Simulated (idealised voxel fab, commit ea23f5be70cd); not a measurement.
process module | voxel released beams
cross-section cut | 160 nm wide | cells 5 nm
A cross-section is a grid of square cells, given in bands from the top down. A band is one or more rows of cells.
Each band's line starts with the height of the band's top and of its bottom, in nm. Then come its materials from left to right, each with its width in nm. One material with "throughout" fills the band from edge to edge. "air" is empty space.
Height 0 is the level under which the wafer as received is all one material. The lowest band goes on downwards, as in "0 down".
A width such as "30 to 40" changes by the same amount from each row of cells to the next, from the band's top row to its bottom row.
"no change" after a step means that no cell of the cross-section changed.
closed voids: empty space of 8 cells or more with no open way to the top, each as width x height at its distance from the left edge, in nm
after a step's settings: what the simulator itself notes on the step
overlay nm, on a step with a mask: how far to the right of its planned place the mask lay; to the left if negative
plan
1 op RECEIVE | material Si
2 op CONFORMAL_DEP | material Al2O3 | thk nm 10
3 op DIRECTIONAL_DEP | material SiO2 | thk nm 20
4 op DIRECTIONAL_DEP | material aC | thk nm 15
5 op PATTERN | tone open | mask id ANCHOR | material resist | width nm 25 | thk nm 30 | overlay nm 0
6 op DIRECTIONAL_ETCH | etch materials aC | depth nm 15
7 op STRIP | etch materials resist
8 op DIRECTIONAL_ETCH | etch materials SiO2 | depth nm 20
9 op STRIP | etch materials aC
10 op CONFORMAL_DEP | material W | thk nm 10
11 op PATTERN | tone cover | mask id BEAM | material resist | width nm 80 | thk nm 20 | overlay nm 0
12 op DIRECTIONAL_ETCH | etch materials W | depth nm 10
13 op STRIP | etch materials resist
14 op STRIP | etch materials SiO2
first wafer, as planned
as received, after step 1
  0 down: Si throughout
  closed voids: none
after step 2
  10 to 0: Al2O3 throughout
  below 0: unchanged
after step 3
  30 to 10: SiO2 throughout
  below 10: unchanged
after step 4
  45 to 30: aC throughout
  below 30: unchanged
after step 5
  75 to 45: resist 40 | air 25 | resist 95
  below 45: unchanged
after step 6
  60 to 45: resist 40 | air 25 | resist 95
  45 to 30: aC 40 | air 25 | aC 95
  below 30: unchanged
after step 7
  45 to 30: aC 40 | air 25 | aC 95
  below 30: unchanged
after step 8
  45 to 30: aC 40 | air 25 | aC 95
  30 to 10: SiO2 40 | air 25 | SiO2 95
  below 10: unchanged
after step 9
  30 to 10: SiO2 40 | air 25 | SiO2 95
  below 10: unchanged
after step 10
  40 to 30: W 50 | air 5 | W 105
  30 to 20: SiO2 40 | W 10 | air 5 | W 10 | SiO2 95
  20 to 10: SiO2 40 | W 25 | SiO2 95
  below 10: unchanged
after step 11
  60 to 40: air 35 | resist 80 | air 45
  40 to 30: W 50 | resist 5 | W 105
  30 to 20: SiO2 40 | W 10 | resist 5 | W 10 | SiO2 95
  below 20: unchanged
after step 12
  60 to 40: air 35 | resist 80 | air 45
  40 to 30: air 35 | W 15 | resist 5 | W 60 | air 45
  below 30: unchanged
after step 13
  40 to 30: air 35 | W 15 | air 5 | W 60 | air 45
  30 to 20: SiO2 40 | W 10 | air 5 | W 10 | SiO2 95
  below 20: unchanged
after step 14
  40 to 30: air 35 | W 15 | air 5 | W 60 | air 45
  30 to 20: air 40 | W 10 | air 5 | W 10 | air 95
  20 to 10: air 40 | W 25 | air 95
  below 10: unchanged
second wafer: like start, like plan, one mistake. Through step 7 it matches the first wafer
when step 8 should have ended
  45 to 30: aC 40 | air 25 | aC 95
  30 to 10: SiO2 40 | air 25 | SiO2 95
  below 10: unchanged
when step 9 should have ended
  30 to 10: SiO2 40 | air 25 | SiO2 95
  below 10: unchanged
when step 10 should have ended
  40 to 30: W 50 | air 5 | W 105
  30 to 20: SiO2 40 | W 10 | air 5 | W 10 | SiO2 95
  20 to 10: SiO2 40 | W 25 | SiO2 95
  below 10: unchanged
when step 11 should have ended
  60 to 40: air 35 | resist 80 | air 45
  40 to 30: W 50 | resist 5 | W 105
  30 to 20: SiO2 40 | W 10 | resist 5 | W 10 | SiO2 95
  below 20: unchanged
when step 12 should have ended
  60 to 40: air 35 | resist 80 | air 45
  40 to 30: air 35 | W 15 | resist 5 | W 60 | air 45
  below 30: unchanged
when step 13 should have ended
  40 to 30: air 35 | W 15 | air 5 | W 60 | air 45
  30 to 20: SiO2 40 | W 10 | air 5 | W 10 | SiO2 95
  below 20: unchanged
when step 14 should have ended
  40 to 30: air 35 | W 15 | air 5 | W 60 | air 45
  30 to 20: air 40 | W 10 | air 5 | W 10 | air 95
  20 to 10: air 40 | W 25 | air 95
  below 10: unchanged
what went wrong: step 8 was run twice
at the end the two cross-sections are the same: no effect in what this model computes
